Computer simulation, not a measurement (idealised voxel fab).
Process module name: voxel capacitor over wiring
It is cross-section cut that appears here, measuring 280 nm in width, its square cells being 5 nm in size.
If you're reading a cross-section in this doc, picture square cells in a grid; it comes to you as bands, top ones listed first down to the bottom, and a band can be one or more rows of cells. In this notation a band is specified by the heights of its top and bottom, in that order and in nm, after which its materials appear from left to right, each paired with its width in nm. The word "throughout" attached to a single material means that material fills the band from edge to edge; the word "blank" stands for empty space. Counting heights begins at 0, where everything beneath is, in the wafer as received, one material. The lowest band has no bottom; it goes on downwards, as "0 down" shows. Width "30..40": first value at the band's top row of cells, second value at its bottom row, equal change from row to row. Where a step carries "stayed the same", the cross-section came out of it unchanged, cell for cell. Basically, "Unvented voids" tells you about the enclosed voids: empty spaces with no open way to the top, 8 cells or bigger, each written width x height at distance, where distance is from the left edge, all in nm. If you see something after the settings on a step's line, that's the simulator's own remark about that step. The optional step-line setting "overlay nm" applies to steps with a mask and quantifies how far to the right of its planned location the mask lay, a negative value indicating leftward placement.
Listed below are the process steps as planned
1,RECEIVE with material Si
2,CONFORMAL_DEP with material SiO2, thk nm 10
3,CONFORMAL_DEP with material SiN, thk nm 5
4,DIRECTIONAL_DEP with material lowk, thk nm 20
5,DIRECTIONAL_DEP with material aC, thk nm 10
6,PATTERN with tone open, mask id METAL_1, material resist, width nm 30, pitch nm 80, thk nm 25, overlay nm 0
7,DIRECTIONAL_ETCH with etch materials aC, depth nm 10
8,STRIP with etch materials resist
9,DIRECTIONAL_ETCH with etch materials lowk, depth nm 20
10,DIRECTIONAL_ETCH with etch materials SiN, depth nm 5
11,STRIP with etch materials aC
12,CONFORMAL_DEP with material TiN, thk nm 5
13,FILL_DEP with material Ru, thk nm 10
14,CMP with height nm 35
15,EPI with material Ru, thk nm 5
16,FILL_DEP with material SiCN, thk nm 5
17,DIRECTIONAL_DEP with material SiO2, thk nm 20
18,PATTERN with tone open, mask id PLUG_1, material resist, width nm 15, thk nm 15, overlay nm 0
19,DIRECTIONAL_ETCH with etch materials SiO2, depth nm 20
20,DIRECTIONAL_ETCH with etch materials SiCN, depth nm 5
21,STRIP with etch materials resist
22,EPI with material Ru, thk nm 10
23,EPI with material Ru, thk nm 10
24,EPI with material Ru, thk nm 5
25,DIRECTIONAL_DEP with material TiN, thk nm 5
26,DIRECTIONAL_DEP with material Al2O3, thk nm 5
27,DIRECTIONAL_DEP with material TiN, thk nm 5
28,MASKED_ETCH with tone cover, mask id UPPER_PLATE, width nm 55, etch materials TiN, depth nm 5, overlay nm 0
29,MASKED_ETCH with tone cover, mask id UPPER_PLATE, width nm 55, etch materials Al2O3, depth nm 5, overlay nm 0
30,PATTERN with tone cover, mask id LOWER_PLATE, material resist, width nm 65, thk nm 20, overlay nm 0
31,DIRECTIONAL_ETCH with etch materials TiN, depth nm 5
32,STRIP with etch materials resist
33,FILL_DEP with material SiO2, thk nm 15
34,CMP with height nm 90
35,PATTERN with tone open, mask id PLUG_2, material resist, width nm 15, thk nm 20, overlay nm 0
36,DIRECTIONAL_ETCH with etch materials SiO2, depth nm 10
37,STRIP with etch materials resist
38,CONFORMAL_DEP with material TiN, thk nm 5
39,FILL_DEP with material W, thk nm 5
40,CMP with height nm 90
41,CONFORMAL_DEP with material SiN, thk nm 5
As received, after step 1
> 0 down | Si throughout
> Unvented voids: none
Cross-section: first of two wafers, module finished, run according to plan
> 95 to 90 | SiN throughout
> 90 to 85 | SiO2=110, then TiN=5, then W=5, then TiN=5, then SiO2=155
> 85 to 75 | SiO2=110..100, then TiN=15..55, then SiO2=155..125
> 75 to 70 | SiO2=100, then Al2O3=55, then SiO2=125
> 70 to 65 | SiO2=95, then TiN=65, then SiO2=120
> 65 to 45 | SiO2=100, then Ru=15, then SiO2=165
> 45 to 40 | SiCN=100, then Ru=15, then SiCN=165
> 40 to 35 | SiCN=80, then Ru=40, then SiCN=40, then Ru=40, then SiCN=80
> 35 to 15 | lowk=85, then TiN=5, then Ru=20, then TiN=5, then lowk=50, then TiN=5, then Ru=20, then TiN=5, then lowk=85
> 15 to 10 | SiN=85, then TiN=30, then SiN=50, then TiN=30, then SiN=85
> 10 to 0 | SiO2 throughout
> 0 down | Si throughout
> Unvented voids: none
This is the second of the two wafers, cross-sectioned at the end of the module; it started exactly like the first and was given the same plan, but it was run with one mistake
> 95 to 90 | SiN throughout
> 90 to 85 | SiO2=110, then TiN=5, then W=5, then TiN=5, then SiO2=155
> 85 to 75 | SiO2=110..100, then TiN=15..55, then SiO2=155..125
> 75 to 70 | SiO2=100, then Al2O3=55, then SiO2=125
> 70 to 65 | SiO2=95, then TiN=65, then SiO2=120
> 65 to 45 | SiO2=100, then Ru=15, then SiO2=165
> 45 to 40 | SiCN=100, then Ru=15, then SiCN=165
> 40 to 30 | Ru throughout
> 30 to 25 | TiN=90, then Ru=20, then TiN=60, then Ru=20, then TiN=90
> 25 to 15 | lowk=85, then TiN=5, then Ru=20, then TiN=5, then lowk=50, then TiN=5, then Ru=20, then TiN=5, then lowk=85
> 15 to 10 | SiN=85, then TiN=30, then SiN=50, then TiN=30, then SiN=85
> 10 to 0 | SiO2 throughout
> 0 down | Si throughout
> Unvented voids: none
What broke from the plan during processing? step 4 was not run as planned; what actually ran was DIRECTIONAL_DEP with material lowk, thk nm 10
Final wafer comparison in cells, second versus first, more or fewer per material: Ru +88, SiCN -40, TiN +40, lowk -88
